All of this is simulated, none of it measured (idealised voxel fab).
The process module that follows is named voxel transistor to metal.
Cross-section cut: width 210 nm, square cells of 5 nm.
If you're reading a cross-section in this doc, picture square cells in a grid; it comes to you as bands, top ones listed first down to the bottom, and a band can be one or more rows of cells. The entry gives the band's vertical extent as a top height and a bottom height in nm, then its horizontal make-up as materials from left to right, each with a width in nm. "blank" stands for empty space; a single material marked "edge to edge" fills the band edge to edge. Zero point of the height axis is 0; under it, received wafer = one material. Lowest band: continues down indefinitely, "0..down". With a width like "30->40", each row of cells in the band differs from the next by the same amount, the top row carrying the first number and the bottom row the second. Step note "left unchanged" = no cross-section cell changed. Enclosed voids (no open way to top), threshold 8 cells or more, entry "Closed void register", notation width x height at distance, distance from left edge, nm. What comes after the settings on a step's line is commentary from the simulator itself on that step. "overlay nm" answers the question of how far to the right of plan the mask lay on a step that has a mask, and when it is negative the answer is to the left.

### These are the steps we planned for the process
1 RECEIVE | material Si
2 OXIDIZE | depth nm 5
3 CONFORMAL_DEP | material SiN | thk nm 15
4 DIRECTIONAL_DEP | material aC | thk nm 15
5 PATTERN | tone cover | mask id ACTIVE | material resist | width nm 125 | thk nm 30 | overlay nm 0
6 DIRECTIONAL_ETCH | etch materials aC | depth nm 15
7 STRIP | etch materials resist
8 DIRECTIONAL_ETCH | etch materials SiN | depth nm 15
9 DIRECTIONAL_ETCH | etch materials SiO2 | depth nm 5
10 DIRECTIONAL_ETCH | etch materials Si | depth nm 35
11 STRIP | etch materials aC
12 FILL_DEP | material SiO2 | thk nm 15
13 CMP | height nm 15
14 SELECTIVE_ETCH | etch materials SiO2 | depth nm 5
15 STRIP | etch materials SiN
16 SELECTIVE_ETCH | etch materials SiO2 | depth nm 5
17 OXIDIZE | depth nm 5
18 DIRECTIONAL_DEP | material polySi | thk nm 20
19 DIRECTIONAL_DEP | material SiCN | thk nm 15
20 PATTERN | tone cover | mask id GATE | material resist | width nm 35 | thk nm 15 | overlay nm 0
21 DIRECTIONAL_ETCH | etch materials SiCN | depth nm 25
22 DIRECTIONAL_ETCH | etch materials polySi | depth nm 30
23 STRIP | etch materials resist
24 CONFORMAL_DEP | material SiN | thk nm 5
25 DIRECTIONAL_ETCH | etch materials SiN | depth nm 10
26 DIRECTIONAL_ETCH | etch materials SiO2 | depth nm 5
27 DIRECTIONAL_ETCH | etch materials Si | depth nm 10
28 EPI | material SiGe | thk nm 10
29 FILL_DEP | material SiO2 | thk nm 10
30 CMP | height nm 15
31 STRIP | etch materials polySi
32 SELECTIVE_ETCH | etch materials SiO2 | depth nm 5
33 CONFORMAL_DEP | material HfO2 | thk nm 5
34 CONFORMAL_DEP | material TiN | thk nm 5
35 FILL_DEP | material W | thk nm 10
36 CMP | height nm 10
37 DIRECTIONAL_DEP | material SiO2 | thk nm 15
38 PATTERN | tone open | mask id CONTACT | material resist | width nm 15 | pitch nm 90 | thk nm 20 | overlay nm 0
39 DIRECTIONAL_ETCH | etch materials SiO2 | depth nm 35
40 STRIP | etch materials resist
41 CONFORMAL_DEP | material TiN | thk nm 5
42 FILL_DEP | material Ru | thk nm 10
43 CMP | height nm 25
44 DIRECTIONAL_DEP | material TiN | thk nm 5
45 DIRECTIONAL_DEP | material W | thk nm 15
46 PATTERN | tone cover | mask id METAL_1 | material resist | width nm 15 | pitch nm 90 | thk nm 15 | overlay nm 0
47 DIRECTIONAL_ETCH | etch materials W | depth nm 15
48 DIRECTIONAL_ETCH | etch materials TiN | depth nm 5
49 STRIP | etch materials resist
50 FILL_DEP | material lowk | thk nm 5
51 CMP | height nm 45
52 CONFORMAL_DEP | material SiCN | thk nm 5
53 DIRECTIONAL_DEP | material SiO2 | thk nm 30
54 DIRECTIONAL_DEP | material aC | thk nm 15
55 PATTERN | tone open | mask id METAL_2 | material resist | width nm 15 | pitch nm 90 | thk nm 30 | overlay nm 0
56 DIRECTIONAL_ETCH | etch materials aC | depth nm 15
57 STRIP | etch materials resist
58 DIRECTIONAL_ETCH | etch materials SiO2 | depth nm 15
59 STRIP | etch materials aC
60 PATTERN | tone open | mask id METAL_2_HOLES | material resist | width nm 15 | pitch nm 90 | thk nm 20 | overlay nm 0
61 DIRECTIONAL_ETCH | etch materials SiO2 | depth nm 15
62 DIRECTIONAL_ETCH | etch materials SiCN | depth nm 5
63 STRIP | etch materials resist
64 CONFORMAL_DEP | material TiN | thk nm 5
65 FILL_DEP | material Ru | thk nm 10
66 CMP | height nm 80
67 CONFORMAL_DEP | material SiN | thk nm 5
It is noted that the wafers described herein are identical at the outset and are distinguished by the thk nm of step 24; the value stated in the plan corresponds to the first wafer.

### Cross-section, first of several wafers, as delivered after step 1
0..down = Si edge to edge
Closed void register: none

### Per-wafer rows below. For each material: cells gained (+) or lost (-) since the wafer was received, as of end of module. Then: closed voids
thk nm 5 | +15 HfO2 | +24 Ru | -218 Si | +36 SiCN | +40 SiGe | +50 SiN | +524 SiO2 | +75 TiN | +24 W | +144 lowk | Closed void register: none
thk nm 10 | +15 HfO2 | +20 Ru | -210 Si | +36 SiCN | +40 SiGe | +62 SiN | +508 SiO2 | +75 TiN | +24 W | +144 lowk | Closed void register: none
thk nm 15 | +15 HfO2 | +20 Ru | -186 Si | +36 SiCN | +101 SiN | +493 SiO2 | +67 TiN | +24 W | +144 lowk | Closed void register: none
thk nm 20 | +15 HfO2 | +16 Ru | -186 Si | +36 SiCN | +113 SiN | +489 SiO2 | +63 TiN | +24 W | +144 lowk | Closed void register: none
thk nm 25 | +15 HfO2 | +16 Ru | -186 Si | +36 SiCN | +117 SiN | +489 SiO2 | +59 TiN | +24 W | +144 lowk | Closed void register: none
